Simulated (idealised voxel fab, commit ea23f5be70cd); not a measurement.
Name of the process module below: voxel lift off
Xsec cut, 280 nm wide, square cell size 5 nm.
Square cells in a grid make up a cross-section in this document, and the grid is given as bands, listed from the top down, each one or more rows of cells. Quick guide to a band line: top height, bottom height (nm) up front; then every material left to right with its width in nm. Only one material and it's marked "everywhere"? Then it fills the band edge to edge. And "blank" just means empty space. Counting heights begins at 0, where everything beneath is, in the wafer as received, one material. The lowest band has no bottom; it goes on downwards, as "0 down" shows. The two numbers in a width such as "30->40" mark its ends across the band: the first belongs to the top row of cells, the second to the bottom row, and from each row to the next the width moves by the same amount. Any step labelled "same as before" changed none of the cells in the cross-section. Entry "Closed void register". Content: empty spaces with no open connection to the top, size 8 cells or greater. Each: width x height at distance. Distance: from left edge. Unit: nm. It should be noted that, on the line of a given step, the content following the step's settings is a remark produced by the simulator itself with respect to that step. For masked steps, "overlay nm" on the step line gives how far right of plan the mask actually lay; a minus sign means it lay to the left.

STEPS PLANNED FOR THE PROCESS
| 1 | RECEIVE [material Si] |
| 2 | CONFORMAL_DEP [material SiN] [thk nm 10] |
| 3 | PATTERN [tone open] [mask id LINES] [material resist] [width nm 15] [pitch nm 35] [thk nm 25] [overlay nm 0] |
| 4 | DIRECTIONAL_DEP [material Ru] [thk nm 10] |
| 5 | STRIP [etch materials resist] |
| 6 | CONFORMAL_DEP [material SiO2] [thk nm 5] |

FIRST OF TWO WAFERS - AS PLANNED

THE CROSS-SECTION HERE SHOWS THE WAFER AS RECEIVED, I.E. IN ITS STATE AFTER STEP 1
> 0 down = Si everywhere
> Closed void register: none

SO THIS IS THE WAFER CROSS-SECTION RIGHT AFTER STEP 2
> 10 to 0 = SiN everywhere
> Whatever lies below 0 is exactly as it was before.

SO THIS IS THE WAFER CROSS-SECTION RIGHT AFTER STEP 3
> 35 to 10 = 80 nm resist, 15 nm blank, 20 nm resist, 15 nm blank, 20 nm resist, 15 nm blank, 20 nm resist, 15 nm blank, 80 nm resist
> Whatever lies below 10 is exactly as it was before.

SO THIS IS THE WAFER CROSS-SECTION RIGHT AFTER STEP 4
> 45 to 35 = 80 nm Ru, 15 nm blank, 20 nm Ru, 15 nm blank, 20 nm Ru, 15 nm blank, 20 nm Ru, 15 nm blank, 80 nm Ru
> 35 to 20 = 80 nm resist, 15 nm blank, 20 nm resist, 15 nm blank, 20 nm resist, 15 nm blank, 20 nm resist, 15 nm blank, 80 nm resist
> 20 to 10 = 80 nm resist, 15 nm Ru, 20 nm resist, 15 nm Ru, 20 nm resist, 15 nm Ru, 20 nm resist, 15 nm Ru, 80 nm resist
> Whatever lies below 10 is exactly as it was before.

SO THIS IS THE WAFER CROSS-SECTION RIGHT AFTER STEP 5
> 20 to 10 = 80 nm blank, 15 nm Ru, 20 nm blank, 15 nm Ru, 20 nm blank, 15 nm Ru, 20 nm blank, 15 nm Ru, 80 nm blank
> Whatever lies below 10 is exactly as it was before.

SO THIS IS THE WAFER CROSS-SECTION RIGHT AFTER STEP 6
> 25 to 20 = 75 nm blank, 25 nm SiO2, 10 nm blank, 25 nm SiO2, 10 nm blank, 25 nm SiO2, 10 nm blank, 25 nm SiO2, 75 nm blank
> 20 to 15 = 75 nm blank, 5 nm SiO2, 15 nm Ru, 5 nm SiO2, 10 nm blank, 5 nm SiO2, 15 nm Ru, 5 nm SiO2, 10 nm blank, 5 nm SiO2, 15 nm Ru, 5 nm SiO2, 10 nm blank, 5 nm SiO2, 15 nm Ru, 5 nm SiO2, 75 nm blank
> 15 to 10 = 80 nm SiO2, 15 nm Ru, 20 nm SiO2, 15 nm Ru, 20 nm SiO2, 15 nm Ru, 20 nm SiO2, 15 nm Ru, 80 nm SiO2
> Whatever lies below 10 is exactly as it was before.

THE SECOND WAFER: COMMON ORIGIN AND PLAN, ONE MISTAKE IN EXECUTION, IDENTICAL TO THE FIRST THROUGH STEP 2

SECOND WAFER, SECTIONED VIEW, AT STEP 3'S PLANNED END TIME
> 35 to 10 = 85 nm resist, 15 nm blank, 20 nm resist, 15 nm blank, 20 nm resist, 15 nm blank, 20 nm resist, 15 nm blank, 75 nm resist
> Whatever lies below 10 is exactly as it was before.

SECOND WAFER, SECTIONED VIEW, AT STEP 4'S PLANNED END TIME
> 45 to 35 = 85 nm Ru, 15 nm blank, 20 nm Ru, 15 nm blank, 20 nm Ru, 15 nm blank, 20 nm Ru, 15 nm blank, 75 nm Ru
> 35 to 20 = 85 nm resist, 15 nm blank, 20 nm resist, 15 nm blank, 20 nm resist, 15 nm blank, 20 nm resist, 15 nm blank, 75 nm resist
> 20 to 10 = 85 nm resist, 15 nm Ru, 20 nm resist, 15 nm Ru, 20 nm resist, 15 nm Ru, 20 nm resist, 15 nm Ru, 75 nm resist
> Whatever lies below 10 is exactly as it was before.

SECOND WAFER, SECTIONED VIEW, AT STEP 5'S PLANNED END TIME
> 20 to 10 = 85 nm blank, 15 nm Ru, 20 nm blank, 15 nm Ru, 20 nm blank, 15 nm Ru, 20 nm blank, 15 nm Ru, 75 nm blank
> Whatever lies below 10 is exactly as it was before.

SECOND WAFER, SECTIONED VIEW, AT STEP 6'S PLANNED END TIME
> 25 to 20 = 80 nm blank, 25 nm SiO2, 10 nm blank, 25 nm SiO2, 10 nm blank, 25 nm SiO2, 10 nm blank, 25 nm SiO2, 70 nm blank
> 20 to 15 = 80 nm blank, 5 nm SiO2, 15 nm Ru, 5 nm SiO2, 10 nm blank, 5 nm SiO2, 15 nm Ru, 5 nm SiO2, 10 nm blank, 5 nm SiO2, 15 nm Ru, 5 nm SiO2, 10 nm blank, 5 nm SiO2, 15 nm Ru, 5 nm SiO2, 70 nm blank
> 15 to 10 = 85 nm SiO2, 15 nm Ru, 20 nm SiO2, 15 nm Ru, 20 nm SiO2, 15 nm Ru, 20 nm SiO2, 15 nm Ru, 75 nm SiO2
> Whatever lies below 10 is exactly as it was before.
Diagnosis: step 3 was processed under conditions differing from the plan, specifically as PATTERN [tone open] [mask id LINES] [material resist] [width nm 15] [pitch nm 35] [thk nm 25] [overlay nm 5]
If you tally the cells, the second wafer ends up with the same amount of every material as the first; it's all just sitting in different places.
